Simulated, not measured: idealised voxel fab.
Herein follows the process module entitled voxel plated lines.
Square cells of 5 nm make up the cross-section cut, whose width is 245 nm.
Throughout this document, each cross-section is represented as a grid of square cells and is presented as a sequence of bands enumerated from the top downward, where a band comprises one or more rows of cells.
The entry gives the band's vertical extent as a top height and a bottom height in nm, then its horizontal make-up as materials from left to right, each with a width in nm. "air" stands for empty space; a single material marked "everywhere" fills the band edge to edge.
Basically, 0 is our baseline, since under it the wafer straight out of the box is all one material. The bottom band has no lower end and keeps on going down, so it looks like "from 0 down".
Width: "30 to 40" (first number = top row, second number = bottom row, same change from row to row of cells).
The designation "no change occurred", where it is given for a processing step, indicates that no cell of the cross-section was altered in the course of that step.
The list in "Completely enclosed voids" covers empty spaces of 8 cells or more that cannot reach the top through any open way, and it gives each as width x height at distance; the distance is from the left edge, and width, height and distance are in nm.
Post-settings text on a step line: simulator's own remark regarding the step.
overlay nm, on a step with a mask: how far to the right of its planned place the mask lay; to the left if negative

### Planned step list for the process
1,op RECEIVE | material Si
2,op CONFORMAL_DEP | material SiN | thk nm 10
3,op DIRECTIONAL_DEP | material TiN | thk nm 5
4,op PATTERN | tone open | mask id LINES | material resist | width nm 30 | pitch nm 55 | thk nm 35 | overlay nm 0
5,op EPI | material Ru | thk nm 10
6,op EPI | material Ru | thk nm 5
7,op EPI | material Ru | thk nm 5
8,op STRIP | etch materials resist
9,op DIRECTIONAL_ETCH | etch materials TiN | depth nm 5
10,op CONFORMAL_DEP | material SiO2 | thk nm 5

### Wafer cross-section on receipt, i.e. after step 1
	from 0 down | Si everywhere
	Completely enclosed voids: none

### Here's the cross-section of the first of our two wafers at the end of the module - it ran as planned
	from 40 to 35 | air 20 nm | SiO2 40 nm | air 15 nm | SiO2 40 nm | air 15 nm | SiO2 40 nm | air 15 nm | SiO2 40 nm | air 20 nm
	from 35 to 15 | air 20 nm | SiO2 5 nm | Ru 30 nm | SiO2 5 nm | air 15 nm | SiO2 5 nm | Ru 30 nm | SiO2 5 nm | air 15 nm | SiO2 5 nm | Ru 30 nm | SiO2 5 nm | air 15 nm | SiO2 5 nm | Ru 30 nm | SiO2 5 nm | air 20 nm
	from 15 to 10 | SiO2 25 nm | TiN 30 nm | SiO2 25 nm | TiN 30 nm | SiO2 25 nm | TiN 30 nm | SiO2 25 nm | TiN 30 nm | SiO2 25 nm
	from 10 to 0 | SiN everywhere
	from 0 down | Si everywhere
	Completely enclosed voids: none

### Cross-sectional view: second of two wafers, end of module; start and plan identical to the first, one mistake in running
	from 40 to 35 | air 20 nm | SiO2 40 nm | air 15 nm | SiO2 40 nm | air 15 nm | SiO2 40 nm | air 15 nm | SiO2 40 nm | air 20 nm
	from 35 to 20 | air 20 nm | SiO2 5 nm | Ru 30 nm | SiO2 5 nm | air 15 nm | SiO2 5 nm | Ru 30 nm | SiO2 5 nm | air 15 nm | SiO2 5 nm | Ru 30 nm | SiO2 5 nm | air 15 nm | SiO2 5 nm | Ru 30 nm | SiO2 5 nm | air 20 nm
	from 20 to 15 | SiO2 25 nm | Ru 30 nm | SiO2 25 nm | Ru 30 nm | SiO2 25 nm | Ru 30 nm | SiO2 25 nm | Ru 30 nm | SiO2 25 nm
	from 15 to 10 | Ru everywhere
	from 10 to 0 | SiN everywhere
	from 0 down | Si everywhere
	Completely enclosed voids: none
It is concluded that the wafer was processed incorrectly with respect to the plan, in that step 3 ran as: op DIRECTIONAL_DEP | material Ru | thk nm 5
At the finish, the second wafer shows more or fewer cells for some materials than the first does: 49 more of Ru | 8 fewer of SiO2 | 24 fewer of TiN
